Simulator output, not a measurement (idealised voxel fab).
process module | voxel fin reveal
For reference, the cross-section in this document is cut, with width 180 nm and square cells of 5 nm.
This document writes a cross-section as a grid whose cells are square, and gives it as bands, listed from the top down; one or more rows of cells form a band. The entry gives the band's vertical extent as a top height and a bottom height in nm, then its horizontal make-up as materials from left to right, each with a width in nm. "blank" stands for empty space; a single material marked "full width" fills the band edge to edge. It should be noted that heights are counted from 0, beneath which the wafer as supplied is of one material throughout, and that the lowest band possesses no lower boundary but continues downward, as written in "top 0, no bottom". It should be noted that a width expressed as "30..40" varies in equal increments from row to row of cells within the band, taking the value of the first number at the top row and that of the second number at the bottom row. Basically "nothing got changed" means that step didn't change any cell in the cross-section. This entry, "Closed void register", enumerates those empty regions of no fewer than 8 cells that possess no open connection to the top. Each region is reported in the form width x height at distance, the distance being taken from the left edge, with all three quantities expressed in nm. What comes after the settings on a step's line is commentary from the simulator itself on that step. What "overlay nm" on a step's line means: if the step has a mask, that mask lay this far to the right of its planned place, or, when the value is negative, to the left.

Process steps foreseen in the plan
1 RECEIVE: material Si
2 CONFORMAL_DEP: material SiN, thk nm 10
3 MASKED_ETCH: tone cover, mask id FINS, width nm 15, pitch nm 40, etch materials SiN, depth nm 10, overlay nm 0
4 MASKED_ETCH: tone cover, mask id FINS, width nm 15, pitch nm 40, etch materials Si, depth nm 35, overlay nm 0
5 OXIDIZE: depth nm 5
6 FILL_DEP: material SiO2, thk nm 5
7 CMP: height nm 10
8 SELECTIVE_ETCH: etch materials SiO2, depth nm 25
9 STRIP: etch materials SiN
10 CONFORMAL_DEP: material HfO2, thk nm 5

Received-state cross-section, reflecting completion of step 1
* top 0, no bottom  Si full width
* Closed void register: none

Post-module cross-section of the first of two wafers (run per plan)
* top 5, bottom 0  blank: 60; HfO2: 15; blank: 25; HfO2: 15; blank: 65
* top 0, bottom -10  blank: 60; HfO2: 5; Si: 5; HfO2: 5; blank: 25; HfO2: 5; Si: 5; HfO2: 5; blank: 65
* top -10, bottom -15  HfO2: 65; Si: 5; HfO2: 35; Si: 5; HfO2: 70
* top -15, bottom -40  SiO2: 65; Si: 5; SiO2: 35; Si: 5; SiO2: 70
* top -40, no bottom  Si full width
* Closed void register: none

The second wafer, shown in cross-section after the module: started the same way as the first and given the same plan, yet one mistake crept into how it was run
* top 0, bottom -15  blank: 65; Si: 5; blank: 35; Si: 5; blank: 70
* top -15, bottom -40  SiO2: 65; Si: 5; SiO2: 35; Si: 5; SiO2: 70
* top -40, no bottom  Si full width
* Closed void register: none
Short version of what went wrong: step 10 of the plan did not run at all; it was left out
The closing comparison, in cells, has the second wafer with more or fewer of some materials than the first: -48 HfO2
